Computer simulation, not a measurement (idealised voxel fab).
A process module follows: voxel self aligned vias.
cross-section cut | 190 nm wide | cells 5 nm
Reading order for cross-sections: top band down to bottom band. Underlying form: a grid of square cells. Band size: one or more rows of cells. It is stipulated that each band's entry specify, in nanometres, the height of the top of the band and then that of its bottom, followed by the materials of the band in left-to-right sequence, each together with its width in nanometres. A single material marked by the word "everywhere" is understood to fill the band from edge to edge; the word "air" is understood to denote empty space. Below 0: as-received wafer, all one material; heights counted from there. Lowest band: no bottom, goes on down, written "0 down". Think of "30->40" as a width that walks from the first number to the second as you go down the band, top row to bottom row, taking equal-sized steps from row to row. No cell of the cross-section changed in a step that is given as "remained unchanged". In "Voids lacking openings" the enclosed voids are listed, meaning empty spaces of 8 cells or larger without any opening to the top. The form is width x height at distance, distance from the left edge, units nm. Step line, after settings: the simulator's comment on this step. overlay nm: mask offset rightward from planned place, masked step; negative means leftward offset.

# The planned process steps are enumerated hereunder
1 op RECEIVE | material Si
2 op CONFORMAL_DEP | material SiO2 | thk nm 15
3 op CONFORMAL_DEP | material SiCN | thk nm 5
4 op DIRECTIONAL_DEP | material lowk | thk nm 20
5 op MASKED_ETCH | tone open | mask id LINES | width nm 25 | pitch nm 70 | etch materials lowk | depth nm 20 | overlay nm 0
6 op CONFORMAL_DEP | material TiN | thk nm 5
7 op FILL_DEP | material W | thk nm 5
8 op CMP | height nm 40
9 op SELECTIVE_ETCH | etch materials W Ru TiN | depth nm 5
10 op FILL_DEP | material SiN | thk nm 10
11 op CMP | height nm 40
12 op DIRECTIONAL_DEP | material lowk | thk nm 15
13 op DIRECTIONAL_DEP | material aC | thk nm 10
14 op PATTERN | tone open | mask id VIAS | material resist | width nm 45 | thk nm 25 | overlay nm 0
15 op DIRECTIONAL_ETCH | etch materials aC | depth nm 10
16 op STRIP | etch materials resist
17 op DIRECTIONAL_ETCH | etch materials lowk | depth nm 15
18 op DIRECTIONAL_ETCH | etch materials SiN | depth nm 5
19 op STRIP | etch materials aC
20 op CONFORMAL_DEP | material TiN | thk nm 5
21 op FILL_DEP | material Cu | thk nm 10
22 op CMP | height nm 55
23 op CONFORMAL_DEP | material SiN | thk nm 5

# Below: the first of two wafers, run as planned

# So this is the incoming wafer in cross-section - it's already been through step 1
    0 down: Si everywhere
    Voids lacking openings: none

# after step 2
    15 to 0: SiO2 everywhere
    below 0: unchanged

# after step 3
    20 to 15: SiCN everywhere
    below 15: unchanged

# after step 4
    40 to 20: lowk everywhere
    below 20: unchanged

# after step 5
    40 to 20: lowk: 45 | air: 25 | lowk: 45 | air: 25 | lowk: 50
    below 20: unchanged

# after step 6
    45 to 40: TiN: 50 | air: 15 | TiN: 55 | air: 15 | TiN: 55
    40 to 25: lowk: 45 | TiN: 5 | air: 15 | TiN: 5 | lowk: 45 | TiN: 5 | air: 15 | TiN: 5 | lowk: 50
    25 to 20: lowk: 45 | TiN: 25 | lowk: 45 | TiN: 25 | lowk: 50
    below 20: unchanged

# after step 7
    50 to 45: W everywhere
    45 to 40: TiN: 50 | W: 15 | TiN: 55 | W: 15 | TiN: 55
    40 to 25: lowk: 45 | TiN: 5 | W: 15 | TiN: 5 | lowk: 45 | TiN: 5 | W: 15 | TiN: 5 | lowk: 50
    below 25: unchanged

# after step 8
    40 to 25: lowk: 45 | TiN: 5 | W: 15 | TiN: 5 | lowk: 45 | TiN: 5 | W: 15 | TiN: 5 | lowk: 50
    below 25: unchanged

# after step 9
    40 to 35: lowk: 45 | air: 25 | lowk: 45 | air: 25 | lowk: 50
    below 35: unchanged

# after step 10
    50 to 40: SiN everywhere
    40 to 35: lowk: 45 | SiN: 25 | lowk: 45 | SiN: 25 | lowk: 50
    below 35: unchanged

# after step 11
    40 to 35: lowk: 45 | SiN: 25 | lowk: 45 | SiN: 25 | lowk: 50
    below 35: unchanged

# after step 12
    55 to 40: lowk everywhere
    below 40: unchanged

# after step 13
    65 to 55: aC everywhere
    below 55: unchanged

# after step 14
    90 to 65: resist: 35 | air: 45 | resist: 110
    below 65: unchanged

# after step 15
    80 to 65: resist: 35 | air: 45 | resist: 110
    65 to 55: aC: 35 | air: 45 | aC: 110
    below 55: unchanged

# after step 16
    65 to 55: aC: 35 | air: 45 | aC: 110
    below 55: unchanged

# after step 17
    65 to 55: aC: 35 | air: 45 | aC: 110
    55 to 40: lowk: 35 | air: 45 | lowk: 110
    below 40: unchanged

# after step 18
    65 to 55: aC: 35 | air: 45 | aC: 110
    55 to 40: lowk: 35 | air: 45 | lowk: 110
    40 to 35: lowk: 45 | air: 25 | lowk: 45 | SiN: 25 | lowk: 50
    below 35: unchanged

# after step 19
    55 to 40: lowk: 35 | air: 45 | lowk: 110
    below 40: unchanged

# after step 20
    60 to 55: TiN: 40 | air: 35 | TiN: 115
    55 to 45: lowk: 35 | TiN: 5 | air: 35 | TiN: 5 | lowk: 110
    45 to 40: lowk: 35 | TiN: 15 | air: 15 | TiN: 15 | lowk: 110
    40 to 35: lowk: 45 | TiN: 25 | lowk: 45 | SiN: 25 | lowk: 50
    below 35: unchanged

# after step 21
    70 to 60: Cu everywhere
    60 to 55: TiN: 40 | Cu: 35 | TiN: 115
    55 to 45: lowk: 35 | TiN: 5 | Cu: 35 | TiN: 5 | lowk: 110
    45 to 40: lowk: 35 | TiN: 15 | Cu: 15 | TiN: 15 | lowk: 110
    below 40: unchanged

# after step 22
    55 to 45: lowk: 35 | TiN: 5 | Cu: 35 | TiN: 5 | lowk: 110
    below 45: unchanged

# after step 23
    60 to 55: SiN everywhere
    below 55: unchanged

# Okay, second wafer. Nothing different at the start, nothing different in the plan, just one mistake somewhere in the running. As far as step 16, counting that step, it's the first wafer all over again

# Second wafer, section view, time point: scheduled end of step 17
    65 to 55: aC: 35 | air: 45 | aC: 110
    55 to 40: lowk: 35 | air: 45 | lowk: 110
    40 to 35: lowk: 35 | air: 10 | SiN: 25 | air: 10 | lowk: 35 | SiN: 25 | lowk: 50
    35 to 30: lowk: 35 | air: 10 | TiN: 5 | W: 15 | TiN: 5 | air: 10 | lowk: 35 | TiN: 5 | W: 15 | TiN: 5 | lowk: 50
    below 30: unchanged

# Second wafer, section view, time point: scheduled end of step 18
    65 to 55: aC: 35 | air: 45 | aC: 110
    55 to 40: lowk: 35 | air: 45 | lowk: 110
    40 to 35: lowk: 35 | air: 45 | lowk: 35 | SiN: 25 | lowk: 50
    below 35: unchanged

# Second wafer, section view, time point: scheduled end of step 19
    55 to 40: lowk: 35 | air: 45 | lowk: 110
    below 40: unchanged

# Second wafer, section view, time point: scheduled end of step 20
    60 to 55: TiN: 40 | air: 35 | TiN: 115
    55 to 40: lowk: 35 | TiN: 5 | air: 35 | TiN: 5 | lowk: 110
    40 to 35: lowk: 35 | TiN: 45 | lowk: 35 | SiN: 25 | lowk: 50
    35 to 25: lowk: 35->45 | TiN: 15->5 | W: 15 | TiN: 15->5 | lowk: 35->45 | TiN: 5 | W: 15 | TiN: 5 | lowk: 50
    below 25: unchanged

# Second wafer, section view, time point: scheduled end of step 21
    70 to 60: Cu everywhere
    60 to 55: TiN: 40 | Cu: 35 | TiN: 115
    55 to 40: lowk: 35 | TiN: 5 | Cu: 35 | TiN: 5 | lowk: 110
    below 40: unchanged

# Second wafer, section view, time point: scheduled end of step 22
    55 to 40: lowk: 35 | TiN: 5 | Cu: 35 | TiN: 5 | lowk: 110
    below 40: unchanged

# Second wafer, section view, time point: scheduled end of step 23
    60 to 55: SiN everywhere
    below 55: unchanged
Against the plan, the run slipped here: step 17 did not use the planned setting and instead ran as op DIRECTIONAL_ETCH | etch materials lowk | depth nm 25
Heads up, by the end the second wafer has more or fewer cells of some materials compared to the first: +4 Cu, +4 TiN, -8 lowk
